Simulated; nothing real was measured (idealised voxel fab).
Process module heading - voxel wiring stack
Cross-sectional view cut (width: 260 nm; square cell size: 5 nm).
Notation: cross-section as square-cell grid; stated in bands, top first, going down; one or more cell rows per band. Each band's line starts with the height of the band's top and of its bottom, in nm. Then come its materials from left to right, each with its width in nm. One material with "full width" fills the band from edge to edge. "blank" is empty space. Heights are expressed relative to 0, this being the level below which the as-received wafer comprises one material exclusively. The lowest band is unbounded in the downward direction and is denoted as in "0 down". Quick explanation for "30..40": the width changes in equal steps down the rows of cells, from the first number in the band's top row to the second number in its bottom row. "left unchanged", as given for a step, is the statement that not any cell of the cross-section underwent a change during that step. Entry "Trapped void list". Content: empty spaces with no open connection to the top, size 8 cells or greater. Each: width x height at distance. Distance: from left edge. Unit: nm. Anything after a step's settings on that line? It's the simulator's own note about the step. overlay nm: on a step with a mask, how far right of its planned place the mask lay; negative means left. Read the rest as pairs. Take the cross-section before one process step, then the cross-section after it, which shows only down to the lowest band that changed. Under the pair, find the step between them and its settings. Bear in mind that pairs may come from different runs of this module on the same starting wafer: link a pair to the pair above it only where its entry headed "Pre-process state" says to.
## Pre-process state
- 0 down | Si full width
- Trapped void list: none
## As Processed
- 10 to 0 | SiO2 full width
- Below 0 it's all the same as before, nothing changed down there.
- Trapped void list: none
Step between the pre-process and post-process cross-sections given above: CONFORMAL_DEP with material SiO2, thk nm 10
Pre-process state: it's just the after picture from the pair right above this one.
## As Processed
- 15 to 10 | SiCN full width
- Below 10 it's all the same as before, nothing changed down there.
- Trapped void list: none
Step between the pre-process and post-process cross-sections given above: CONFORMAL_DEP with material SiCN, thk nm 5
Pre-process state: it's just the after picture from the pair right above this one.
## As Processed
- 35 to 15 | lowk full width
- Below 15 it's all the same as before, nothing changed down there.
- Trapped void list: none
Step between the pre-process and post-process cross-sections given above: DIRECTIONAL_DEP with material lowk, thk nm 20
Pre-process state: it's just the after picture from the pair right above this one.
## As Processed
- 50 to 35 | resist: 60, blank: 30, resist: 25, blank: 30, resist: 25, blank: 30, resist: 60
- Below 35 it's all the same as before, nothing changed down there.
- Trapped void list: none
Step between the pre-process and post-process cross-sections given above: PATTERN with tone open, mask id METAL_1, material resist, width nm 30, pitch nm 55, thk nm 15, overlay nm 0
Pre-process state: it's just the after picture from the pair right above this one.
## As Processed
- 50 to 35 | resist: 60, blank: 30, resist: 25, blank: 30, resist: 25, blank: 30, resist: 60
- 35 to 15 | lowk: 60, blank: 30, lowk: 25, blank: 30, lowk: 25, blank: 30, lowk: 60
- Below 15 it's all the same as before, nothing changed down there.
- Trapped void list: none
Step between the pre-process and post-process cross-sections given above: DIRECTIONAL_ETCH with etch materials lowk, depth nm 20
Pre-process state: it's just the after picture from the pair right above this one.
## As Processed
- 50 to 35 | resist: 60, blank: 30, resist: 25, blank: 30, resist: 25, blank: 30, resist: 60
- 35 to 15 | lowk: 60, blank: 30, lowk: 25, blank: 30, lowk: 25, blank: 30, lowk: 60
- 15 to 10 | SiCN: 60, blank: 30, SiCN: 25, blank: 30, SiCN: 25, blank: 30, SiCN: 60
- Below 10 it's all the same as before, nothing changed down there.
- Trapped void list: none
Step between the pre-process and post-process cross-sections given above: DIRECTIONAL_ETCH with etch materials SiCN, depth nm 5
Pre-process state: it's just the after picture from the pair right above this one.
## As Processed
- 35 to 15 | lowk: 60, blank: 30, lowk: 25, blank: 30, lowk: 25, blank: 30, lowk: 60
- Below 15 it's all the same as before, nothing changed down there.
- Trapped void list: none
Step between the pre-process and post-process cross-sections given above: STRIP with etch materials resist
Pre-process state: it's just the after picture from the pair right above this one.
## As Processed
- 40 to 35 | TiN: 65, blank: 20, TiN: 35, blank: 20, TiN: 35, blank: 20, TiN: 65
- 35 to 15 | lowk: 60, TiN: 5, blank: 20, TiN: 5, lowk: 25, TiN: 5, blank: 20, TiN: 5, lowk: 25, TiN: 5, blank: 20, TiN: 5, lowk: 60
- 15 to 10 | SiCN: 60, TiN: 30, SiCN: 25, TiN: 30, SiCN: 25, TiN: 30, SiCN: 60
- Below 10 it's all the same as before, nothing changed down there.
- Trapped void list: none
Step between the pre-process and post-process cross-sections given above: CONFORMAL_DEP with material TiN, thk nm 5
Pre-process state: it's just the after picture from the pair right above this one.
## As Processed
- 45 to 40 | W full width
- 40 to 35 | TiN: 65, W: 20, TiN: 35, W: 20, TiN: 35, W: 20, TiN: 65
- 35 to 15 | lowk: 60, TiN: 5, W: 20, TiN: 5, lowk: 25, TiN: 5, W: 20, TiN: 5, lowk: 25, TiN: 5, W: 20, TiN: 5, lowk: 60
- Below 15 it's all the same as before, nothing changed down there.
- Trapped void list: none
Step between the pre-process and post-process cross-sections given above: FILL_DEP with material W, thk nm 5
Pre-process state: it's just the after picture from the pair right above this one.
## As Processed
- 35 to 15 | lowk: 60, TiN: 5, W: 20, TiN: 5, lowk: 25, TiN: 5, W: 20, TiN: 5, lowk: 25, TiN: 5, W: 20, TiN: 5, lowk: 60
- Below 15 it's all the same as before, nothing changed down there.
- Trapped void list: none
Step between the pre-process and post-process cross-sections given above: CMP with height nm 35
Pre-process state: it's just the after picture from the pair right above this one.
## As Processed
- 40 to 35 | SiCN full width
- Below 35 it's all the same as before, nothing changed down there.
- Trapped void list: none
Step between the pre-process and post-process cross-sections given above: CONFORMAL_DEP with material SiCN, thk nm 5
Pre-process state: it's just the after picture from the pair right above this one.
## As Processed
- 70 to 40 | SiO2 full width
- Below 40 it's all the same as before, nothing changed down there.
- Trapped void list: none
Step between the pre-process and post-process cross-sections given above: DIRECTIONAL_DEP with material SiO2, thk nm 30
Pre-process state: it's just the after picture from the pair right above this one.
## As Processed
- 85 to 70 | resist: 60, blank: 30, resist: 25, blank: 30, resist: 25, blank: 30, resist: 60
- Below 70 it's all the same as before, nothing changed down there.
- Trapped void list: none
Step between the pre-process and post-process cross-sections given above: PATTERN with tone open, mask id METAL_2, material resist, width nm 30, pitch nm 55, thk nm 15, overlay nm 0
Pre-process state: it's just the after picture from the pair right above this one.
## As Processed
- 85 to 70 | resist: 60, blank: 30, resist: 25, blank: 30, resist: 25, blank: 30, resist: 60
- 70 to 55 | SiO2: 60, blank: 30, SiO2: 25, blank: 30, SiO2: 25, blank: 30, SiO2: 60
- Below 55 it's all the same as before, nothing changed down there.
- Trapped void list: none
Step between the pre-process and post-process cross-sections given above: DIRECTIONAL_ETCH with etch materials SiO2, depth nm 15
Pre-process state: it's just the after picture from the pair right above this one.
## As Processed
- 70 to 55 | SiO2: 60, blank: 30, SiO2: 25, blank: 30, SiO2: 25, blank: 30, SiO2: 60
- Below 55 it's all the same as before, nothing changed down there.
- Trapped void list: none
Step between the pre-process and post-process cross-sections given above: STRIP with etch materials resist
Pre-process state: it's just the after picture from the pair right above this one.
## As Processed
- 85 to 70 | aC: 60, blank: 30, aC: 25, blank: 30, aC: 25, blank: 30, aC: 60
- 70 to 55 | SiO2: 60, aC: 30, SiO2: 25, aC: 30, SiO2: 25, aC: 30, SiO2: 60
- Below 55 it's all the same as before, nothing changed down there.
- Trapped void list: none
Step between the pre-process and post-process cross-sections given above: DIRECTIONAL_DEP with material aC, thk nm 15
Pre-process state: it's just the after picture from the pair right above this one.
## As Processed
- 115 to 85 | resist: 60, blank: 15, resist: 95, blank: 15, resist: 75
- 85 to 70 | aC: 60, blank: 15, resist: 15, aC: 25, resist: 30, aC: 25, blank: 15, resist: 15, aC: 60
- Below 70 it's all the same as before, nothing changed down there.
- Trapped void list: none
Step between the pre-process and post-process cross-sections given above: PATTERN with tone open, mask id METAL_2_HOLES, material resist, width nm 15, pitch nm 110, thk nm 30, overlay nm 0
Pre-process state: it's just the after picture from the pair right above this one.
## As Processed
- 100 to 85 | resist: 60, blank: 15, resist: 95, blank: 15, resist: 75
- 85 to 70 | aC: 60, blank: 15, resist: 15, aC: 25, resist: 30, aC: 25, blank: 15, resist: 15, aC: 60
- 70 to 55 | SiO2: 60, blank: 15, aC: 15, SiO2: 25, aC: 30, SiO2: 25, blank: 15, aC: 15, SiO2: 60
- Below 55 it's all the same as before, nothing changed down there.
- Trapped void list: none
Step between the pre-process and post-process cross-sections given above: DIRECTIONAL_ETCH with etch materials aC, depth nm 15
Pre-process state: it's just the after picture from the pair right above this one.
## As Processed
- 85 to 70 | aC: 60, blank: 30, aC: 25, blank: 30, aC: 25, blank: 30, aC: 60
- Below 70 it's all the same as before, nothing changed down there.
- Trapped void list: none
Step between the pre-process and post-process cross-sections given above: STRIP with etch materials resist
Pre-process state: it's just the after picture from the pair right above this one.
## As Processed
- 85 to 70 | aC: 60, blank: 30, aC: 25, blank: 30, aC: 25, blank: 30, aC: 60
- 70 to 55 | SiO2: 60, blank: 15, aC: 15, SiO2: 25, aC: 30, SiO2: 25, blank: 15, aC: 15, SiO2: 60
- 55 to 40 | SiO2: 60, blank: 15, SiO2: 95, blank: 15, SiO2: 75
- Below 40 it's all the same as before, nothing changed down there.
- Trapped void list: none
Step between the pre-process and post-process cross-sections given above: DIRECTIONAL_ETCH with etch materials SiO2, depth nm 15
Pre-process state: it's just the after picture from the pair right above this one.
## As Processed
- 85 to 70 | aC: 60, blank: 30, aC: 25, blank: 30, aC: 25, blank: 30, aC: 60
- 70 to 55 | SiO2: 60, blank: 15, aC: 15, SiO2: 25, aC: 30, SiO2: 25, blank: 15, aC: 15, SiO2: 60
- 55 to 40 | SiO2: 60, blank: 15, SiO2: 95, blank: 15, SiO2: 75
- 40 to 35 | SiCN: 60, blank: 15, SiCN: 95, blank: 15, SiCN: 75
- Below 35 it's all the same as before, nothing changed down there.
- Trapped void list: none
Step between the pre-process and post-process cross-sections given above: DIRECTIONAL_ETCH with etch materials SiCN, depth nm 5
Pre-process state: it's just the after picture from the pair right above this one.
## As Processed
- 70 to 55 | SiO2: 60, blank: 30, SiO2: 25, blank: 30, SiO2: 25, blank: 30, SiO2: 60
- Below 55 it's all the same as before, nothing changed down there.
- Trapped void list: none
Step between the pre-process and post-process cross-sections given above: STRIP with etch materials aC
Pre-process state: it's just the after picture from the pair right above this one.
## As Processed
- 75 to 70 | TiN: 65, blank: 20, TiN: 35, blank: 20, TiN: 35, blank: 20, TiN: 65
- 70 to 60 | SiO2: 60, TiN: 5, blank: 20, TiN: 5, SiO2: 25, TiN: 5, blank: 20, TiN: 5, SiO2: 25, TiN: 5, blank: 20, TiN: 5, SiO2: 60
- 60 to 55 | SiO2: 60, TiN: 5, blank: 5, TiN: 20, SiO2: 25, TiN: 30, SiO2: 25, TiN: 5, blank: 5, TiN: 20, SiO2: 60
- 55 to 40 | SiO2: 60, TiN: 5, blank: 5, TiN: 5, SiO2: 95, TiN: 5, blank: 5, TiN: 5, SiO2: 75
- 40 to 35 | SiCN: 60, TiN: 15, SiCN: 95, TiN: 15, SiCN: 75
- Below 35 it's all the same as before, nothing changed down there.
- Trapped void list: none
Step between the pre-process and post-process cross-sections given above: CONFORMAL_DEP with material TiN, thk nm 5
Pre-process state: it's just the after picture from the pair right above this one.
## As Processed
- 80 to 75 | Ru full width
- 75 to 70 | TiN: 65, Ru: 20, TiN: 35, Ru: 20, TiN: 35, Ru: 20, TiN: 65
- 70 to 60 | SiO2: 60, TiN: 5, Ru: 20, TiN: 5, SiO2: 25, TiN: 5, Ru: 20, TiN: 5, SiO2: 25, TiN: 5, Ru: 20, TiN: 5, SiO2: 60
- 60 to 55 | SiO2: 60, TiN: 5, Ru: 5, TiN: 20, SiO2: 25, TiN: 30, SiO2: 25, TiN: 5, Ru: 5, TiN: 20, SiO2: 60
- 55 to 40 | SiO2: 60, TiN: 5, Ru: 5, TiN: 5, SiO2: 95, TiN: 5, Ru: 5, TiN: 5, SiO2: 75
- Below 40 it's all the same as before, nothing changed down there.
- Trapped void list: none
Step between the pre-process and post-process cross-sections given above: FILL_DEP with material Ru, thk nm 5
Pre-process state: it's just the after picture from the pair right above this one.
## As Processed
- 70 to 60 | SiO2: 60, TiN: 5, Ru: 20, TiN: 5, SiO2: 25, TiN: 5, Ru: 20, TiN: 5, SiO2: 25, TiN: 5, Ru: 20, TiN: 5, SiO2: 60
- Below 60 it's all the same as before, nothing changed down there.
- Trapped void list: none
Step between the pre-process and post-process cross-sections given above: CMP with height nm 70
Pre-process state: it's just the after picture from the pair right above this one.
## As Processed
- 75 to 70 | SiCN full width
- Below 70 it's all the same as before, nothing changed down there.
- Trapped void list: none
Step between the pre-process and post-process cross-sections given above: CONFORMAL_DEP with material SiCN, thk nm 5
## Pre-process state
- 10 to 0 | SiO2 full width
- 0 down | Si full width
- Trapped void list: none
## As Processed
- 30 to 10 | lowk full width
- Below 10 it's all the same as before, nothing changed down there.
- Trapped void list: none
Step between the pre-process and post-process cross-sections given above: DIRECTIONAL_DEP with material lowk, thk nm 20
Pre-process state: it's just the after picture from the pair right above this one.
## As Processed
- 45 to 30 | resist: 60, blank: 30, resist: 25, blank: 30, resist: 25, blank: 30, resist: 60
- Below 30 it's all the same as before, nothing changed down there.
- Trapped void list: none
Step between the pre-process and post-process cross-sections given above: PATTERN with tone open, mask id METAL_1, material resist, width nm 30, pitch nm 55, thk nm 15, overlay nm 0
Pre-process state: it's just the after picture from the pair right above this one.
## As Processed
- 45 to 30 | resist: 60, blank: 30, resist: 25, blank: 30, resist: 25, blank: 30, resist: 60
- 30 to 10 | lowk: 60, blank: 30, lowk: 25, blank: 30, lowk: 25, blank: 30, lowk: 60
- Below 10 it's all the same as before, nothing changed down there.
- Trapped void list: none
Step between the pre-process and post-process cross-sections given above: DIRECTIONAL_ETCH with etch materials lowk, depth nm 20
Pre-process state: it's just the after picture from the pair right above this one.
## As Processed
- 30 to 10 | lowk: 60, blank: 30, lowk: 25, blank: 30, lowk: 25, blank: 30, lowk: 60
- Below 10 it's all the same as before, nothing changed down there.
- Trapped void list: none
Step between the pre-process and post-process cross-sections given above: STRIP with etch materials resist
Pre-process state: it's just the after picture from the pair right above this one.
## As Processed
- 35 to 30 | TiN: 65, blank: 20, TiN: 35, blank: 20, TiN: 35, blank: 20, TiN: 65
- 30 to 15 | lowk: 60, TiN: 5, blank: 20, TiN: 5, lowk: 25, TiN: 5, blank: 20, TiN: 5, lowk: 25, TiN: 5, blank: 20, TiN: 5, lowk: 60
- 15 to 10 | lowk: 60, TiN: 30, lowk: 25, TiN: 30, lowk: 25, TiN: 30, lowk: 60
- Below 10 it's all the same as before, nothing changed down there.
- Trapped void list: none
Step between the pre-process and post-process cross-sections given above: CONFORMAL_DEP with material TiN, thk nm 5
Pre-process state: it's just the after picture from the pair right above this one.
## As Processed
- 40 to 35 | W full width
- 35 to 30 | TiN: 65, W: 20, TiN: 35, W: 20, TiN: 35, W: 20, TiN: 65
- 30 to 15 | lowk: 60, TiN: 5, W: 20, TiN: 5, lowk: 25, TiN: 5, W: 20, TiN: 5, lowk: 25, TiN: 5, W: 20, TiN: 5, lowk: 60
- Below 15 it's all the same as before, nothing changed down there.
- Trapped void list: none
Step between the pre-process and post-process cross-sections given above: FILL_DEP with material W, thk nm 5
Pre-process state: it's just the after picture from the pair right above this one.
## As Processed
- 35 to 30 | TiN: 65, W: 20, TiN: 35, W: 20, TiN: 35, W: 20, TiN: 65
- Below 30 it's all the same as before, nothing changed down there.
- Trapped void list: none
Step between the pre-process and post-process cross-sections given above: CMP with height nm 35
Pre-process state: it's just the after picture from the pair right above this one.
## As Processed
- 40 to 35 | SiCN full width
- Below 35 it's all the same as before, nothing changed down there.
- Trapped void list: none
Step between the pre-process and post-process cross-sections given above: CONFORMAL_DEP with material SiCN, thk nm 5
Pre-process state: it's just the after picture from the pair right above this one.
## As Processed
- 70 to 40 | SiO2 full width
- Below 40 it's all the same as before, nothing changed down there.
- Trapped void list: none
Step between the pre-process and post-process cross-sections given above: DIRECTIONAL_DEP with material SiO2, thk nm 30
Pre-process state: it's just the after picture from the pair right above this one.
## As Processed
- 85 to 70 | resist: 60, blank: 30, resist: 25, blank: 30, resist: 25, blank: 30, resist: 60
- Below 70 it's all the same as before, nothing changed down there.
- Trapped void list: none
Step between the pre-process and post-process cross-sections given above: PATTERN with tone open, mask id METAL_2, material resist, width nm 30, pitch nm 55, thk nm 15, overlay nm 0
Pre-process state: it's just the after picture from the pair right above this one.
## As Processed
- 85 to 70 | resist: 60, blank: 30, resist: 25, blank: 30, resist: 25, blank: 30, resist: 60
- 70 to 55 | SiO2: 60, blank: 30, SiO2: 25, blank: 30, SiO2: 25, blank: 30, SiO2: 60
- Below 55 it's all the same as before, nothing changed down there.
- Trapped void list: none
Step between the pre-process and post-process cross-sections given above: DIRECTIONAL_ETCH with etch materials SiO2, depth nm 15
Pre-process state: it's just the after picture from the pair right above this one.
## As Processed
- 70 to 55 | SiO2: 60, blank: 30, SiO2: 25, blank: 30, SiO2: 25, blank: 30, SiO2: 60
- Below 55 it's all the same as before, nothing changed down there.
- Trapped void list: none
Step between the pre-process and post-process cross-sections given above: STRIP with etch materials resist
Pre-process state: it's just the after picture from the pair right above this one.
## As Processed
- 85 to 70 | aC: 60, blank: 30, aC: 25, blank: 30, aC: 25, blank: 30, aC: 60
- 70 to 55 | SiO2: 60, aC: 30, SiO2: 25, aC: 30, SiO2: 25, aC: 30, SiO2: 60
- Below 55 it's all the same as before, nothing changed down there.
- Trapped void list: none
Step between the pre-process and post-process cross-sections given above: DIRECTIONAL_DEP with material aC, thk nm 15
Pre-process state: it's just the after picture from the pair right above this one.
## As Processed
- 115 to 85 | resist: 60, blank: 15, resist: 95, blank: 15, resist: 75
- 85 to 70 | aC: 60, blank: 15, resist: 15, aC: 25, resist: 30, aC: 25, blank: 15, resist: 15, aC: 60
- Below 70 it's all the same as before, nothing changed down there.
- Trapped void list: none
Step between the pre-process and post-process cross-sections given above: PATTERN with tone open, mask id METAL_2_HOLES, material resist, width nm 15, pitch nm 110, thk nm 30, overlay nm 0
Pre-process state: it's just the after picture from the pair right above this one.
## As Processed
- 100 to 85 | resist: 60, blank: 15, resist: 95, blank: 15, resist: 75
- 85 to 70 | aC: 60, blank: 15, resist: 15, aC: 25, resist: 30, aC: 25, blank: 15, resist: 15, aC: 60
- 70 to 55 | SiO2: 60, blank: 15, aC: 15, SiO2: 25, aC: 30, SiO2: 25, blank: 15, aC: 15, SiO2: 60
- Below 55 it's all the same as before, nothing changed down there.
- Trapped void list: none
Step between the pre-process and post-process cross-sections given above: DIRECTIONAL_ETCH with etch materials aC, depth nm 15
Pre-process state: it's just the after picture from the pair right above this one.
## As Processed
- 85 to 70 | aC: 60, blank: 30, aC: 25, blank: 30, aC: 25, blank: 30, aC: 60
- Below 70 it's all the same as before, nothing changed down there.
- Trapped void list: none
Step between the pre-process and post-process cross-sections given above: STRIP with etch materials resist
Pre-process state: it's just the after picture from the pair right above this one.
## As Processed
- 85 to 70 | aC: 60, blank: 30, aC: 25, blank: 30, aC: 25, blank: 30, aC: 60
- 70 to 55 | SiO2: 60, blank: 15, aC: 15, SiO2: 25, aC: 30, SiO2: 25, blank: 15, aC: 15, SiO2: 60
- 55 to 40 | SiO2: 60, blank: 15, SiO2: 95, blank: 15, SiO2: 75
- Below 40 it's all the same as before, nothing changed down there.
- Trapped void list: none
Step between the pre-process and post-process cross-sections given above: DIRECTIONAL_ETCH with etch materials SiO2, depth nm 15
Pre-process state: it's just the after picture from the pair right above this one.
## As Processed
- 85 to 70 | aC: 60, blank: 30, aC: 25, blank: 30, aC: 25, blank: 30, aC: 60
- 70 to 55 | SiO2: 60, blank: 15, aC: 15, SiO2: 25, aC: 30, SiO2: 25, blank: 15, aC: 15, SiO2: 60
- 55 to 40 | SiO2: 60, blank: 15, SiO2: 95, blank: 15, SiO2: 75
- 40 to 35 | SiCN: 60, blank: 15, SiCN: 95, blank: 15, SiCN: 75
- Below 35 it's all the same as before, nothing changed down there.
- Trapped void list: none
Step between the pre-process and post-process cross-sections given above: DIRECTIONAL_ETCH with etch materials SiCN, depth nm 5
Pre-process state: it's just the after picture from the pair right above this one.
## As Processed
- 70 to 55 | SiO2: 60, blank: 30, SiO2: 25, blank: 30, SiO2: 25, blank: 30, SiO2: 60
- Below 55 it's all the same as before, nothing changed down there.
- Trapped void list: none
Step between the pre-process and post-process cross-sections given above: STRIP with etch materials aC
Pre-process state: it's just the after picture from the pair right above this one.
## As Processed
- 75 to 70 | TiN: 65, blank: 20, TiN: 35, blank: 20, TiN: 35, blank: 20, TiN: 65
- 70 to 60 | SiO2: 60, TiN: 5, blank: 20, TiN: 5, SiO2: 25, TiN: 5, blank: 20, TiN: 5, SiO2: 25, TiN: 5, blank: 20, TiN: 5, SiO2: 60
- 60 to 55 | SiO2: 60, TiN: 5, blank: 5, TiN: 20, SiO2: 25, TiN: 30, SiO2: 25, TiN: 5, blank: 5, TiN: 20, SiO2: 60
- 55 to 40 | SiO2: 60, TiN: 5, blank: 5, TiN: 5, SiO2: 95, TiN: 5, blank: 5, TiN: 5, SiO2: 75
- 40 to 35 | SiCN: 60, TiN: 15, SiCN: 95, TiN: 15, SiCN: 75
- Below 35 it's all the same as before, nothing changed down there.
- Trapped void list: none
Step between the pre-process and post-process cross-sections given above: CONFORMAL_DEP with material TiN, thk nm 5
Pre-process state: it's just the after picture from the pair right above this one.
## As Processed
- 80 to 75 | Ru full width
- 75 to 70 | TiN: 65, Ru: 20, TiN: 35, Ru: 20, TiN: 35, Ru: 20, TiN: 65
- 70 to 60 | SiO2: 60, TiN: 5, Ru: 20, TiN: 5, SiO2: 25, TiN: 5, Ru: 20, TiN: 5, SiO2: 25, TiN: 5, Ru: 20, TiN: 5, SiO2: 60
- 60 to 55 | SiO2: 60, TiN: 5, Ru: 5, TiN: 20, SiO2: 25, TiN: 30, SiO2: 25, TiN: 5, Ru: 5, TiN: 20, SiO2: 60
- 55 to 40 | SiO2: 60, TiN: 5, Ru: 5, TiN: 5, SiO2: 95, TiN: 5, Ru: 5, TiN: 5, SiO2: 75
- Below 40 it's all the same as before, nothing changed down there.
- Trapped void list: none
Step between the pre-process and post-process cross-sections given above: FILL_DEP with material Ru, thk nm 5
Pre-process state: it's just the after picture from the pair right above this one.
## As Processed
- 70 to 60 | SiO2: 60, TiN: 5, Ru: 20, TiN: 5, SiO2: 25, TiN: 5, Ru: 20, TiN: 5, SiO2: 25, TiN: 5, Ru: 20, TiN: 5, SiO2: 60
- Below 60 it's all the same as before, nothing changed down there.
- Trapped void list: none
Step between the pre-process and post-process cross-sections given above: CMP with height nm 70
Pre-process state: it's just the after picture from the pair right above this one.
## As Processed
- 75 to 70 | SiCN full width
- Below 70 it's all the same as before, nothing changed down there.
- Trapped void list: none
Step between the pre-process and post-process cross-sections given above: CONFORMAL_DEP with material SiCN, thk nm 5
## Pre-process state
- 70 to 40 | SiO2 full width
- 40 to 35 | SiCN full width
- 35 to 15 | lowk: 60, TiN: 5, W: 20, TiN: 5, lowk: 25, TiN: 5, W: 20, TiN: 5, lowk: 25, TiN: 5, W: 20, TiN: 5, lowk: 60
- 15 to 10 | SiCN: 60, TiN: 30, SiCN: 25, TiN: 30, SiCN: 25, TiN: 30, SiCN: 60
- 10 to 0 | SiO2 full width
- 0 down | Si full width
- Trapped void list: none
## As Processed
- 100 to 40 | SiO2 full width
- Below 40 it's all the same as before, nothing changed down there.
- Trapped void list: none
Step between the pre-process and post-process cross-sections given above: DIRECTIONAL_DEP with material SiO2, thk nm 30
Pre-process state: it's just the after picture from the pair right above this one.
## As Processed
- 115 to 100 | resist: 60, blank: 30, resist: 25, blank: 30, resist: 25, blank: 30, resist: 60
- Below 100 it's all the same as before, nothing changed down there.
- Trapped void list: none
Step between the pre-process and post-process cross-sections given above: PATTERN with tone open, mask id METAL_2, material resist, width nm 30, pitch nm 55, thk nm 15, overlay nm 0
Pre-process state: it's just the after picture from the pair right above this one.
## As Processed
- 115 to 100 | resist: 60, blank: 30, resist: 25, blank: 30, resist: 25, blank: 30, resist: 60
- 100 to 85 | SiO2: 60, blank: 30, SiO2: 25, blank: 30, SiO2: 25, blank: 30, SiO2: 60
- Below 85 it's all the same as before, nothing changed down there.
- Trapped void list: none
Step between the pre-process and post-process cross-sections given above: DIRECTIONAL_ETCH with etch materials SiO2, depth nm 15
Pre-process state: it's just the after picture from the pair right above this one.
## As Processed
- 100 to 85 | SiO2: 60, blank: 30, SiO2: 25, blank: 30, SiO2: 25, blank: 30, SiO2: 60
- Below 85 it's all the same as before, nothing changed down there.
- Trapped void list: none
Step between the pre-process and post-process cross-sections given above: STRIP with etch materials resist
Pre-process state: it's just the after picture from the pair right above this one.
## As Processed
- 115 to 100 | aC: 60, blank: 30, aC: 25, blank: 30, aC: 25, blank: 30, aC: 60
- 100 to 85 | SiO2: 60, aC: 30, SiO2: 25, aC: 30, SiO2: 25, aC: 30, SiO2: 60
- Below 85 it's all the same as before, nothing changed down there.
- Trapped void list: none
Step between the pre-process and post-process cross-sections given above: DIRECTIONAL_DEP with material aC, thk nm 15
Pre-process state: it's just the after picture from the pair right above this one.
## As Processed
- 145 to 115 | resist: 60, blank: 15, resist: 95, blank: 15, resist: 75
- 115 to 100 | aC: 60, blank: 15, resist: 15, aC: 25, resist: 30, aC: 25, blank: 15, resist: 15, aC: 60
- Below 100 it's all the same as before, nothing changed down there.
- Trapped void list: none
Step between the pre-process and post-process cross-sections given above: PATTERN with tone open, mask id METAL_2_HOLES, material resist, width nm 15, pitch nm 110, thk nm 30, overlay nm 0
Pre-process state: it's just the after picture from the pair right above this one.
## As Processed
- 130 to 115 | resist: 60, blank: 15, resist: 95, blank: 15, resist: 75
- 115 to 100 | aC: 60, blank: 15, resist: 15, aC: 25, resist: 30, aC: 25, blank: 15, resist: 15, aC: 60
- 100 to 85 | SiO2: 60, blank: 15, aC: 15, SiO2: 25, aC: 30, SiO2: 25, blank: 15, aC: 15, SiO2: 60
- Below 85 it's all the same as before, nothing changed down there.
- Trapped void list: none
Step between the pre-process and post-process cross-sections given above: DIRECTIONAL_ETCH with etch materials aC, depth nm 15
Pre-process state: it's just the after picture from the pair right above this one.
## As Processed
- 115 to 100 | aC: 60, blank: 30, aC: 25, blank: 30, aC: 25, blank: 30, aC: 60
- Below 100 it's all the same as before, nothing changed down there.
- Trapped void list: none
Step between the pre-process and post-process cross-sections given above: STRIP with etch materials resist
Pre-process state: it's just the after picture from the pair right above this one.
## As Processed
- 115 to 100 | aC: 60, blank: 30, aC: 25, blank: 30, aC: 25, blank: 30, aC: 60
- 100 to 85 | SiO2: 60, blank: 15, aC: 15, SiO2: 25, aC: 30, SiO2: 25, blank: 15, aC: 15, SiO2: 60
- 85 to 70 | SiO2: 60, blank: 15, SiO2: 95, blank: 15, SiO2: 75
- Below 70 it's all the same as before, nothing changed down there.
- Trapped void list: none
Step between the pre-process and post-process cross-sections given above: DIRECTIONAL_ETCH with etch materials SiO2, depth nm 15
Pre-process state: it's just the after picture from the pair right above this one.
## As Processed
- 100 to 85 | SiO2: 60, blank: 30, SiO2: 25, blank: 30, SiO2: 25, blank: 30, SiO2: 60
- Below 85 it's all the same as before, nothing changed down there.
- Trapped void list: none
Step between the pre-process and post-process cross-sections given above: STRIP with etch materials aC
Pre-process state: it's just the after picture from the pair right above this one.
## As Processed
- 105 to 100 | TiN: 65, blank: 20, TiN: 35, blank: 20, TiN: 35, blank: 20, TiN: 65
- 100 to 90 | SiO2: 60, TiN: 5, blank: 20, TiN: 5, SiO2: 25, TiN: 5, blank: 20, TiN: 5, SiO2: 25, TiN: 5, blank: 20, TiN: 5, SiO2: 60
- 90 to 85 | SiO2: 60, TiN: 5, blank: 5, TiN: 20, SiO2: 25, TiN: 30, SiO2: 25, TiN: 5, blank: 5, TiN: 20, SiO2: 60
- 85 to 75 | SiO2: 60, TiN: 5, blank: 5, TiN: 5, SiO2: 95, TiN: 5, blank: 5, TiN: 5, SiO2: 75
- 75 to 70 | SiO2: 60, TiN: 15, SiO2: 95, TiN: 15, SiO2: 75
- Below 70 it's all the same as before, nothing changed down there.
- Trapped void list: none
Step between the pre-process and post-process cross-sections given above: CONFORMAL_DEP with material TiN, thk nm 5
Pre-process state: it's just the after picture from the pair right above this one.
## As Processed
- 110 to 105 | Ru full width
- 105 to 100 | TiN: 65, Ru: 20, TiN: 35, Ru: 20, TiN: 35, Ru: 20, TiN: 65
- 100 to 90 | SiO2: 60, TiN: 5, Ru: 20, TiN: 5, SiO2: 25, TiN: 5, Ru: 20, TiN: 5, SiO2: 25, TiN: 5, Ru: 20, TiN: 5, SiO2: 60
- 90 to 85 | SiO2: 60, TiN: 5, Ru: 5, TiN: 20, SiO2: 25, TiN: 30, SiO2: 25, TiN: 5, Ru: 5, TiN: 20, SiO2: 60
- 85 to 75 | SiO2: 60, TiN: 5, Ru: 5, TiN: 5, SiO2: 95, TiN: 5, Ru: 5, TiN: 5, SiO2: 75
- Below 75 it's all the same as before, nothing changed down there.
- Trapped void list: none
Step between the pre-process and post-process cross-sections given above: FILL_DEP with material Ru, thk nm 5
Pre-process state: it's just the after picture from the pair right above this one.
## As Processed
- 70 to 40 | SiO2 full width
- Below 40 it's all the same as before, nothing changed down there.
- Trapped void list: none
Step between the pre-process and post-process cross-sections given above: CMP with height nm 70
Pre-process state: it's just the after picture from the pair right above this one.
## As Processed
- 75 to 70 | SiCN full width
- Below 70 it's all the same as before, nothing changed down there.
- Trapped void list: none
Step between the pre-process and post-process cross-sections given above: CONFORMAL_DEP with material SiCN, thk nm 5
## Pre-process state
- 30 to 10 | lowk full width
- 10 to 0 | SiO2 full width
- 0 down | Si full width
- Trapped void list: none
## As Processed
- 35 to 30 | SiCN full width
- Below 30 it's all the same as before, nothing changed down there.
- Trapped void list: none
Step between the pre-process and post-process cross-sections given above: CONFORMAL_DEP with material SiCN, thk nm 5
Pre-process state: it's just the after picture from the pair right above this one.
## As Processed
- 50 to 35 | resist: 60, blank: 30, resist: 25, blank: 30, resist: 25, blank: 30, resist: 60
- Below 35 it's all the same as before, nothing changed down there.
- Trapped void list: none
Step between the pre-process and post-process cross-sections given above: PATTERN with tone open, mask id METAL_1, material resist, width nm 30, pitch nm 55, thk nm 15, overlay nm 0
